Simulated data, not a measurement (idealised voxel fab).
process module | voxel gate over fins
cross-section cut | 160 nm wide | cells 5 nm
A cross-section is a grid of square cells, given in bands from the top down. A band is one or more rows of cells.
Each band's line starts with the height of the band's top and of its bottom, in nm. Then come its materials from left to right, each with its width in nm. One material with "throughout" fills the band from edge to edge. "air" is empty space.
Height 0 is the level under which the wafer as received is all one material. The lowest band goes on downwards, as in "0 down".
A width such as "30 to 40" changes by the same amount from each row of cells to the next, from the band's top row to its bottom row.
"no change" after a step means that no cell of the cross-section changed.
closed voids: empty space of 8 cells or more with no open way to the top, each as width x height at its distance from the left edge, in nm
after a step's settings: what the simulator itself notes on the step
overlay nm, on a step with a mask: how far to the right of its planned place the mask lay; to the left if negative
plan
1 op RECEIVE | material Si
2 op CONFORMAL_DEP | material SiN | thk nm 5
3 op DIRECTIONAL_DEP | material aC | thk nm 15
4 op PATTERN | tone cover | mask id FINS | material resist | width nm 15 | pitch nm 60 | thk nm 30 | overlay nm 0
5 op DIRECTIONAL_ETCH | etch materials aC | depth nm 15
6 op STRIP | etch materials resist
7 op DIRECTIONAL_ETCH | etch materials SiN | depth nm 5
8 op DIRECTIONAL_ETCH | etch materials Si | depth nm 40
9 op STRIP | etch materials aC
10 op OXIDIZE | depth nm 5
11 op FILL_DEP | material SiO2 | thk nm 10
12 op CMP | height nm 5
13 op DIRECTIONAL_DEP | material aC | thk nm 15
14 op PATTERN | tone open | mask id RAIL | material resist | width nm 15 | thk nm 35 | overlay nm 0
15 op DIRECTIONAL_ETCH | etch materials aC | depth nm 15
16 op STRIP | etch materials resist
17 op DIRECTIONAL_ETCH | etch materials SiO2 | depth nm 40
18 op STRIP | etch materials aC
19 op CONFORMAL_DEP | material TiN | thk nm 5
20 op FILL_DEP | material W | thk nm 5
21 op CMP | height nm 5
22 op SELECTIVE_ETCH | etch materials W Ru TiN | depth nm 20
23 op FILL_DEP | material SiO2 | thk nm 5
24 op CMP | height nm 5
25 op SELECTIVE_ETCH | etch materials SiO2 | depth nm 15
26 op STRIP | etch materials SiN
27 op CONFORMAL_DEP | material HfO2 | thk nm 5
28 op CONFORMAL_DEP | material TiN | thk nm 5
29 op CONFORMAL_DEP | material TiAl | thk nm 5
30 op CONFORMAL_DEP | material TiN | thk nm 5
31 op FILL_DEP | material W | thk nm 15
32 op CMP | height nm 30
33 op CONFORMAL_DEP | material SiCN | thk nm 10
as received, after step 1
  0 down: Si throughout
  closed voids: none
a wafer at the end: this start, this plan, one mistake
  40 to 30: SiCN throughout
  30 to 20: W throughout
  20 to 15: W 25 | TiN 45 | W 15 | TiN 45 | W 30
  15 to 10: W 25 | TiN 5 | TiAl 35 | TiN 5 | W 15 | TiN 5 | TiAl 35 | TiN 5 | W 30
  10 to 5: W 25 | TiN 5 | TiAl 5 | TiN 25 | TiAl 5 | TiN 5 | W 15 | TiN 5 | TiAl 5 | TiN 25 | TiAl 5 | TiN 5 | W 30
  5 to 0: W 25 | TiN 5 | TiAl 5 | TiN 5 | HfO2 15 | TiN 5 | TiAl 5 | TiN 25 | TiAl 5 | TiN 5 | HfO2 15 | TiN 5 | TiAl 5 | TiN 5 | W 30
  0 to -5: W 25 | TiN 5 | TiAl 5 | TiN 5 | HfO2 5 | Si 5 | HfO2 5 | TiN 5 | TiAl 35 | TiN 5 | HfO2 5 | Si 5 | HfO2 5 | TiN 5 | TiAl 5 | TiN 5 | W 30
  -5 to -10: TiN 30 | TiAl 5 | TiN 5 | HfO2 5 | Si 5 | HfO2 5 | TiN 45 | HfO2 5 | Si 5 | HfO2 5 | TiN 5 | TiAl 5 | TiN 35
  -10 to -15: TiAl 35 | TiN 5 | HfO2 5 | Si 5 | HfO2 5 | TiN 10 | HfO2 25 | TiN 10 | HfO2 5 | Si 5 | HfO2 5 | TiN 5 | TiAl 40
  -15 to -20: TiN 40 | HfO2 5 | Si 5 | HfO2 5 | TiN 10 | HfO2 5 | TiN 5 | W 5 | TiN 5 | HfO2 5 | TiN 10 | HfO2 5 | Si 5 | HfO2 5 | TiN 45
  -20 to -25: HfO2 45 | Si 5 | HfO2 20 | TiN 5 | W 5 | TiN 5 | HfO2 20 | Si 5 | HfO2 50
  -25 to -30: SiO2 45 | Si 5 | SiO2 20 | TiN 5 | W 5 | TiN 5 | SiO2 20 | Si 5 | SiO2 50
  -30 to -35: SiO2 45 | Si 5 | SiO2 20 | TiN 15 | SiO2 20 | Si 5 | SiO2 50
  -35 to -45: SiO2 45 | Si 5 | SiO2 55 | Si 5 | SiO2 50
  -45 down: Si throughout
  closed voids: none
what went wrong: step 25 was run twice
